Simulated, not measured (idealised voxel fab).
process module | voxel ribs on slabs
cross-section cut | 175 nm wide | cells 5 nm
A cross-section is a grid of square cells, given in bands from the top down. A band is one or more rows of cells.
Each band's line starts with the height of the band's top and of its bottom, in nm. Then come its materials from left to right, each with its width in nm. One material with "throughout" fills the band from edge to edge. "air" is empty space.
Height 0 is the level under which the wafer as received is all one material. The lowest band goes on downwards, as in "0 down".
A width such as "30 to 40" changes by the same amount from each row of cells to the next, from the band's top row to its bottom row.
"no change" after a step means that no cell of the cross-section changed.
closed voids: empty space of 8 cells or more with no open way to the top, each as width x height at its distance from the left edge, in nm
after a step's settings: what the simulator itself notes on the step
overlay nm, on a step with a mask: how far to the right of its planned place the mask lay; to the left if negative
plan
1 op RECEIVE | material Si
2 op DIRECTIONAL_DEP | material SiO2 | thk nm 20
3 op DIRECTIONAL_DEP | material SiN | thk nm 15
4 op MASKED_ETCH | tone cover | mask id RIB | width nm 25 | etch materials SiN | depth nm 5 | overlay nm 0
5 op MASKED_ETCH | tone cover | mask id SLAB | width nm 55 | etch materials SiN | depth nm 10 | overlay nm 0
6 op FILL_DEP | material SiO2 | thk nm 15
7 op CMP | height nm 45
8 op DIRECTIONAL_DEP | material W | thk nm 10
9 op PATTERN | tone cover | mask id HEATER | material resist | width nm 35 | thk nm 15 | overlay nm 0
10 op DIRECTIONAL_ETCH | etch materials W | depth nm 10
11 op STRIP | etch materials resist
12 op CONFORMAL_DEP | material SiN | thk nm 10
as received, after step 1
  0 down: Si throughout
  closed voids: none
a wafer at the end: this start, this plan, one mistake
  65 to 55: air 60 | SiN 55 | air 60
  55 to 45: SiN 70 | W 35 | SiN 70
  45 to 15: SiO2 throughout
  15 to 0: SiN throughout
  0 down: Si throughout
  closed voids: none
what went wrong: steps 2 and 3 were swapped
